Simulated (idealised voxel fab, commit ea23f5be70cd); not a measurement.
The process module presented herein is designated voxel local oxidation.
Displayed cross-section: cut, width of 295 nm, square cells sized 5 nm.
Bands, listed from the top down, are how a cross-section gets written in this document; the cross-section itself is a grid of square cells, and a band is one or more rows of them.
Top, bottom (nm), then materials left to right with widths (nm); lone material tagged "everywhere" fills the whole band edge to edge; "air" = empty space.
For the purposes of this specification, 0 denotes the height below which the wafer in its as-received condition is composed wholly of one material, and the lowermost band, lacking a lower limit, extends downward without end, as expressed in "0 -> down".
A two-number width, for instance "30..40", indicates that the width is equal to the first number in the top row of the band and to the second number in the bottom row, and that it changes by a constant amount per row of cells.
"remains unaltered", as given for a step, is the statement that not any cell of the cross-section underwent a change during that step.
Each empty space that has no open way to the top and spans at least 8 cells appears under "Voids, fully enclosed" as width x height at distance, the distance counted from the left edge, all in nm.
Where a step's line continues beyond its settings, the continuation is a remark by the simulator itself on that step.
Steps that use a mask can have "overlay nm" on their line. It says how far the mask sat to the right of where it was meant to be. Negative means to the left.
### So here's the lineup of process steps we planned
step 1: RECEIVE | material Si
step 2: CONFORMAL_DEP | material SiO2 | thk nm 5
step 3: CONFORMAL_DEP | material SiN | thk nm 15
step 4: MASKED_ETCH | tone cover | mask id ACTIVE | width nm 100 | etch materials SiN | depth nm 15 | overlay nm 0
step 5: SELECTIVE_ETCH | etch materials SiO2 | depth nm 5
step 6: OXIDIZE | depth nm 10
step 7: STRIP | etch materials SiN
### Shown in cross-section is the wafer as received, that is, as it stands after step 1
> 0 -> down | Si everywhere
> Voids, fully enclosed: none
### Cross-section: first of two wafers, module finished, run according to plan
> 5 -> 0 | 100 of air / 90 of SiO2 / 105 of air
> 0 -> -10 | 110 of SiO2 / 70 of Si / 115 of SiO2
> -10 -> down | Si everywhere
> Voids, fully enclosed: none
### Same start, same plan as the first wafer - but one mistake in the run. Cross-section of the second of the two at the end of the module
> 15 -> 0 | SiO2 everywhere
> 0 -> down | Si everywhere
> Voids, fully enclosed: none
In executing the process, a mistake was made relative to the plan: step 3 did not happen as planned, as run it was CONFORMAL_DEP | material SiO2 | thk nm 15
Materials where the second wafer ends with more or fewer cells than the first: Si: 90 more; SiO2: 69 more
